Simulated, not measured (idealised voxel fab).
process module | voxel transistor to metal
Section cut is 160 nm wide and gridded with 5 nm square cells.
Notation: cross-section as square-cell grid; stated in bands, top first, going down; one or more cell rows per band. A band entry consists of two parts. The first gives the height of the band's top and the height of its bottom, in nm. The rest lists the band's materials from left to right, each with its width in nm. A single material labelled with the word "full width" fills the band from edge to edge, and the word "blank" marks empty space. Height reference: 0 = level under which incoming wafer is all one material. Lowest band: no bottom, runs on downward, e.g. "0..down". Width spec "30->40" -> top row of cells at first value, bottom row at second value, equal per-row change in between. Step marked "remains unaltered"? Then no cell in the cross-section changed in it. Under "Voids, fully enclosed" you'll find the enclosed gaps, the ones with no way out to the top, that are 8 cells or bigger; each reads width x height at distance, with distance counted from the left edge, everything in nm. Past the settings on a step's line: simulator remark, on that step. The "overlay nm" setting may appear on a step's line; for a step that uses a mask, it gives how far to the right of its planned position the mask lay, and a negative value indicates the left.
The following list gives the planned process steps
1) RECEIVE with material Si
2) OXIDIZE with depth nm 5
3) CONFORMAL_DEP with material SiN, thk nm 10
4) PATTERN with tone cover, mask id ACTIVE, material resist, width nm 100, thk nm 20, overlay nm 0
5) DIRECTIONAL_ETCH with etch materials SiN, depth nm 10
6) DIRECTIONAL_ETCH with etch materials SiO2, depth nm 5
7) DIRECTIONAL_ETCH with etch materials Si, depth nm 30
8) STRIP with etch materials resist
9) OXIDIZE with depth nm 5
10) FILL_DEP with material SiO2, thk nm 5
11) CMP with height nm 10
12) SELECTIVE_ETCH with etch materials SiO2, depth nm 5
13) STRIP with etch materials SiN
14) SELECTIVE_ETCH with etch materials SiO2, depth nm 5
15) OXIDIZE with depth nm 5
16) DIRECTIONAL_DEP with material polySi, thk nm 25
17) DIRECTIONAL_DEP with material SiCN, thk nm 15
18) MASKED_ETCH with tone cover, mask id GATE, width nm 20, etch materials SiCN, depth nm 25, overlay nm 0
19) MASKED_ETCH with tone cover, mask id GATE, width nm 20, etch materials polySi, depth nm 35, overlay nm 0
20) CONFORMAL_DEP with material SiN, thk nm 5
21) DIRECTIONAL_ETCH with etch materials SiN, depth nm 5
22) DIRECTIONAL_ETCH with etch materials SiO2, depth nm 5
23) EPI with material nSi, thk nm 5
24) FILL_DEP with material SiO2, thk nm 5
25) CMP with height nm 35
26) DIRECTIONAL_DEP with material SiO2, thk nm 15
27) PATTERN with tone open, mask id CONTACT, material resist, width nm 20, pitch nm 70, thk nm 20, overlay nm 0
28) DIRECTIONAL_ETCH with etch materials SiO2, depth nm 55
29) STRIP with etch materials resist
30) CONFORMAL_DEP with material TiN, thk nm 5
31) FILL_DEP with material W, thk nm 10
32) CMP with height nm 50
33) CONFORMAL_DEP with material SiN, thk nm 5
34) DIRECTIONAL_DEP with material lowk, thk nm 20
35) PATTERN with tone open, mask id METAL_1, material resist, width nm 20, pitch nm 70, thk nm 15, overlay nm 0
36) DIRECTIONAL_ETCH with etch materials lowk, depth nm 20
37) DIRECTIONAL_ETCH with etch materials SiN, depth nm 5
38) STRIP with etch materials resist
39) CONFORMAL_DEP with material TiN, thk nm 5
40) FILL_DEP with material Ru, thk nm 10
41) CMP with height nm 75
42) CONFORMAL_DEP with material SiCN, thk nm 5
43) DIRECTIONAL_DEP with material lowk, thk nm 25
44) DIRECTIONAL_DEP with material aC, thk nm 15
45) PATTERN with tone open, mask id METAL_2_HOLES, material resist, width nm 15, pitch nm 70, thk nm 35, overlay nm 0
46) DIRECTIONAL_ETCH with etch materials aC, depth nm 15
47) STRIP with etch materials resist
48) DIRECTIONAL_ETCH with etch materials lowk, depth nm 25
49) STRIP with etch materials aC
50) PATTERN with tone open, mask id METAL_2, material resist, width nm 20, pitch nm 70, thk nm 15, overlay nm 0
51) DIRECTIONAL_ETCH with etch materials lowk, depth nm 15
52) DIRECTIONAL_ETCH with etch materials SiCN, depth nm 5
53) STRIP with etch materials resist
54) CONFORMAL_DEP with material TiN, thk nm 5
55) FILL_DEP with material Cu, thk nm 10
56) CMP with height nm 105
57) CONFORMAL_DEP with material SiCN, thk nm 5
Wafer at receipt (post step 1), cross-section
    0..down = Si full width
    Voids, fully enclosed: none
Here's the wafer cut in cross-section after the module, started and planned just like above, except one thing was done wrong in the run
    110..105 = SiCN full width
    105..95 = 35 nm lowk, then 5 nm TiN, then 10 nm Cu, then 5 nm TiN, then 50 nm lowk, then 5 nm TiN, then 10 nm Cu, then 5 nm TiN, then 35 nm lowk
    95..90 = 35 nm lowk, then 5 nm TiN, then 5 nm Cu, then 10 nm TiN, then 50 nm lowk, then 5 nm TiN, then 5 nm Cu, then 10 nm TiN, then 35 nm lowk
    90..80 = 35 nm lowk, then 5 nm TiN, then 5 nm Cu, then 5 nm TiN, then 55 nm lowk, then 5 nm TiN, then 5 nm Cu, then 5 nm TiN, then 40 nm lowk
    80..75 = 35 nm SiCN, then 15 nm TiN, then 55 nm SiCN, then 15 nm TiN, then 40 nm SiCN
    75..55 = 35 nm lowk, then 5 nm TiN, then 10 nm Ru, then 5 nm TiN, then 50 nm lowk, then 5 nm TiN, then 10 nm Ru, then 5 nm TiN, then 35 nm lowk
    55..50 = 35 nm SiN, then 20 nm TiN, then 50 nm SiN, then 20 nm TiN, then 35 nm SiN
    50..30 = 35 nm SiO2, then 5 nm TiN, then 10 nm W, then 5 nm TiN, then 50 nm SiO2, then 5 nm TiN, then 10 nm W, then 5 nm TiN, then 35 nm SiO2
    30..20 = 35 nm SiO2, then 5 nm TiN, then 10 nm W, then 5 nm TiN, then 10 nm SiO2, then 5 nm SiN, then 20 nm SiCN, then 5 nm SiN, then 10 nm SiO2, then 5 nm TiN, then 10 nm W, then 5 nm TiN, then 35 nm SiO2
    20..0 = 35 nm SiO2, then 5 nm TiN, then 10 nm W, then 5 nm TiN, then 10 nm SiO2, then 5 nm SiN, then 20 nm polySi, then 5 nm SiN, then 10 nm SiO2, then 5 nm TiN, then 10 nm W, then 5 nm TiN, then 35 nm SiO2
    0..-5 = 25 nm SiO2, then 5 nm SiN, then 5 nm SiO2, then 20 nm TiN, then 10 nm SiO2, then 5 nm SiN, then 20 nm polySi, then 5 nm SiN, then 10 nm SiO2, then 20 nm TiN, then 5 nm SiO2, then 5 nm SiN, then 25 nm SiO2
    -5..-10 = 30 nm SiO2, then 35 nm nSi, then 30 nm SiO2, then 35 nm nSi, then 30 nm SiO2
    -10..-40 = 35 nm SiO2, then 90 nm Si, then 35 nm SiO2
    -40..down = Si full width
    Voids, fully enclosed: none
Want to know what went wrong? step 17 was processed under conditions differing from the plan, specifically as DIRECTIONAL_DEP with material SiCN, thk nm 10
